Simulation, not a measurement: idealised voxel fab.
This is a process module. Its name is voxel trench capacitor.
It is cross-section cut that appears here, measuring 275 nm in width, its square cells being 5 nm in size.
For the purposes of this document, a cross-section shall be understood as a grid of square cells, specified as bands listed in top-to-bottom order, each band consisting of one or more rows of cells.
Top, bottom (nm), then materials left to right with widths (nm); lone material tagged "edge to edge" fills the whole band edge to edge; "blank" = empty space.
Height 0 is the level under which the wafer as received is all one material. The lowest band goes on downwards, as in "0 -> down".
The width entry "30..40" should be interpreted row by row: the top row of cells in the band takes the first number, the bottom row takes the second number, and the change between adjacent rows is uniform throughout.
"remained unchanged" -> step changed no cross-section cell.
"Sealed internal voids" specifies each empty space that is not open to the top and that occupies no fewer than 8 cells, using the form width x height at distance, the distance measured from the left edge and all three quantities in nm.
That trailing text on a step's line, after the settings, is the simulator's own remark on the step.
The setting "overlay nm" may be written on the line of a step. When the step uses a mask, the value reports how far to the right of the planned place the mask lay, and a negative value reports that it lay to the left.

# Steps planned for the process
1 RECEIVE, material Si
2 CONFORMAL_DEP, material SiN, thk nm 5
3 MASKED_ETCH, tone open, mask id TRENCH, width nm 20, pitch nm 35, etch materials SiN, depth nm 5, overlay nm 0
4 MASKED_ETCH, tone open, mask id TRENCH, width nm 20, pitch nm 35, etch materials Si, depth nm 40, overlay nm 0
5 CONFORMAL_DEP, material Al2O3, thk nm 5
6 FILL_DEP, material polySi, thk nm 5
7 CMP, height nm 5

# Cross-section of the wafer at receipt, which is the condition after step 1
0 -> down  Si edge to edge
Sealed internal voids: none

# Cross-section, end of module. Start: as above. Plan: as above. Execution: one mistake
5 -> 0  Al2O3 (80), then polySi (10), then Al2O3 (25), then polySi (10), then Al2O3 (25), then polySi (10), then Al2O3 (25), then polySi (10), then Al2O3 (80)
0 -> -35  Si (75), then Al2O3 (5), then polySi (10), then Al2O3 (5), then Si (15), then Al2O3 (5), then polySi (10), then Al2O3 (5), then Si (15), then Al2O3 (5), then polySi (10), then Al2O3 (5), then Si (15), then Al2O3 (5), then polySi (10), then Al2O3 (5), then Si (75)
-35 -> -40  Si (75), then Al2O3 (20), then Si (15), then Al2O3 (20), then Si (15), then Al2O3 (20), then Si (15), then Al2O3 (20), then Si (75)
-40 -> down  Si edge to edge
Sealed internal voids: none
Diagnosis: plan step 2 was not performed, having been skipped
